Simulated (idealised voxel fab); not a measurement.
process module | voxel air gaps
cross-section cut | 290 nm wide | cells 5 nm
A cross-section is a grid of square cells, given in bands from the top down. A band is one or more rows of cells.
Each band's line starts with the height of the band's top and of its bottom, in nm. Then come its materials from left to right, each with its width in nm. One material with "throughout" fills the band from edge to edge. "air" is empty space.
Height 0 is the level under which the wafer as received is all one material. The lowest band goes on downwards, as in "0 down".
A width such as "30 to 40" changes by the same amount from each row of cells to the next, from the band's top row to its bottom row.
"no change" after a step means that no cell of the cross-section changed.
closed voids: empty space of 8 cells or more with no open way to the top, each as width x height at its distance from the left edge, in nm
after a step's settings: what the simulator itself notes on the step
overlay nm, on a step with a mask: how far to the right of its planned place the mask lay; to the left if negative
plan
1 op RECEIVE | material Si
2 op CONFORMAL_DEP | material SiO2 | thk nm 15
3 op CONFORMAL_DEP | material SiN | thk nm 5
4 op DIRECTIONAL_DEP | material lowk | thk nm 35
5 op MASKED_ETCH | tone open | mask id LINES | width nm 20 | pitch nm 50 | etch materials lowk | depth nm 35 | overlay nm 0
6 op CONFORMAL_DEP | material TiN | thk nm 5
7 op FILL_DEP | material Cu | thk nm 10
8 op CMP | height nm 55
9 op EPI | material Ru | thk nm 10
10 op SELECTIVE_ETCH | etch materials lowk | depth nm 45
11 op CONFORMAL_DEP | material SiCN | thk nm 5
first wafer, as planned
as received, after step 1
  0 down: Si throughout
  closed voids: none
after step 2
  15 to 0: SiO2 throughout
  below 0: unchanged
after step 3
  20 to 15: SiN throughout
  below 15: unchanged
after step 4
  55 to 20: lowk throughout
  below 20: unchanged
after step 5
  55 to 20: lowk 60 | air 20 | lowk 30 | air 20 | lowk 30 | air 20 | lowk 30 | air 20 | lowk 60
  below 20: unchanged
after step 6
  60 to 55: TiN 65 | air 10 | TiN 40 | air 10 | TiN 40 | air 10 | TiN 40 | air 10 | TiN 65
  55 to 25: lowk 60 | TiN 5 | air 10 | TiN 5 | lowk 30 | TiN 5 | air 10 | TiN 5 | lowk 30 | TiN 5 | air 10 | TiN 5 | lowk 30 | TiN 5 | air 10 | TiN 5 | lowk 60
  25 to 20: lowk 60 | TiN 20 | lowk 30 | TiN 20 | lowk 30 | TiN 20 | lowk 30 | TiN 20 | lowk 60
  below 20: unchanged
after step 7
  70 to 60: Cu throughout
  60 to 55: TiN 65 | Cu 10 | TiN 40 | Cu 10 | TiN 40 | Cu 10 | TiN 40 | Cu 10 | TiN 65
  55 to 25: lowk 60 | TiN 5 | Cu 10 | TiN 5 | lowk 30 | TiN 5 | Cu 10 | TiN 5 | lowk 30 | TiN 5 | Cu 10 | TiN 5 | lowk 30 | TiN 5 | Cu 10 | TiN 5 | lowk 60
  below 25: unchanged
after step 8
  55 to 25: lowk 60 | TiN 5 | Cu 10 | TiN 5 | lowk 30 | TiN 5 | Cu 10 | TiN 5 | lowk 30 | TiN 5 | Cu 10 | TiN 5 | lowk 30 | TiN 5 | Cu 10 | TiN 5 | lowk 60
  below 25: unchanged
after step 9
  65 to 55: air 50 | Ru 40 | air 10 | Ru 40 | air 10 | Ru 40 | air 10 | Ru 40 | air 50
  below 55: unchanged
after step 10
  65 to 55: air 50 | Ru 40 | air 10 | Ru 40 | air 10 | Ru 40 | air 10 | Ru 40 | air 50
  55 to 25: air 60 | TiN 5 | Cu 10 | TiN 5 | air 30 | TiN 5 | Cu 10 | TiN 5 | air 30 | TiN 5 | Cu 10 | TiN 5 | air 30 | TiN 5 | Cu 10 | TiN 5 | air 60
  25 to 20: air 60 | TiN 20 | air 30 | TiN 20 | air 30 | TiN 20 | air 30 | TiN 20 | air 60
  below 20: unchanged
after step 11
  70 to 65: air 45 | SiCN 200 | air 45
  65 to 55: air 45 | SiCN 5 | Ru 40 | SiCN 10 | Ru 40 | SiCN 10 | Ru 40 | SiCN 10 | Ru 40 | SiCN 5 | air 45
  55 to 50: air 45 | SiCN 15 | TiN 5 | Cu 10 | TiN 5 | SiCN 30 | TiN 5 | Cu 10 | TiN 5 | SiCN 30 | TiN 5 | Cu 10 | TiN 5 | SiCN 30 | TiN 5 | Cu 10 | TiN 5 | SiCN 15 | air 45
  50 to 25: air 55 | SiCN 5 | TiN 5 | Cu 10 | TiN 5 | SiCN 5 | air 20 | SiCN 5 | TiN 5 | Cu 10 | TiN 5 | SiCN 5 | air 20 | SiCN 5 | TiN 5 | Cu 10 | TiN 5 | SiCN 5 | air 20 | SiCN 5 | TiN 5 | Cu 10 | TiN 5 | SiCN 5 | air 55
  25 to 20: SiCN 60 | TiN 20 | SiCN 30 | TiN 20 | SiCN 30 | TiN 20 | SiCN 30 | TiN 20 | SiCN 60
  below 20: unchanged
  closed voids: 20 x 25 at 85; 20 x 25 at 135; 20 x 25 at 185
second wafer: like start, like plan, one mistake. Through step 4 it matches the first wafer
when step 5 should have ended
  55 to 20: air 60 | lowk 20 | air 30 | lowk 20 | air 30 | lowk 20 | air 30 | lowk 20 | air 60
  below 20: unchanged
when step 6 should have ended
  60 to 55: air 55 | TiN 30 | air 20 | TiN 30 | air 20 | TiN 30 | air 20 | TiN 30 | air 55
  55 to 25: air 55 | TiN 5 | lowk 20 | TiN 5 | air 20 | TiN 5 | lowk 20 | TiN 5 | air 20 | TiN 5 | lowk 20 | TiN 5 | air 20 | TiN 5 | lowk 20 | TiN 5 | air 55
  25 to 20: TiN 60 | lowk 20 | TiN 30 | lowk 20 | TiN 30 | lowk 20 | TiN 30 | lowk 20 | TiN 60
  below 20: unchanged
when step 7 should have ended
  70 to 60: Cu throughout
  60 to 55: Cu 55 | TiN 30 | Cu 20 | TiN 30 | Cu 20 | TiN 30 | Cu 20 | TiN 30 | Cu 55
  55 to 25: Cu 55 | TiN 5 | lowk 20 | TiN 5 | Cu 20 | TiN 5 | lowk 20 | TiN 5 | Cu 20 | TiN 5 | lowk 20 | TiN 5 | Cu 20 | TiN 5 | lowk 20 | TiN 5 | Cu 55
  below 25: unchanged
when step 8 should have ended
  55 to 25: Cu 55 | TiN 5 | lowk 20 | TiN 5 | Cu 20 | TiN 5 | lowk 20 | TiN 5 | Cu 20 | TiN 5 | lowk 20 | TiN 5 | Cu 20 | TiN 5 | lowk 20 | TiN 5 | Cu 55
  below 25: unchanged
when step 9 should have ended
  65 to 55: Ru throughout
  below 55: unchanged
when step 10 should have ended: no change
when step 11 should have ended
  70 to 65: SiCN throughout
  below 65: unchanged
what went wrong: step 5 ran as: op MASKED_ETCH | tone cover | mask id LINES | width nm 20 | pitch nm 50 | etch materials lowk | depth nm 35 | overlay nm 0
at the end the second wafer has, in cells: 156 more of Cu | 52 more of Ru | 104 fewer of SiCN | 26 more of TiN | 112 more of lowk
closed voids at the end (first wafer, second wafer): 3, 0
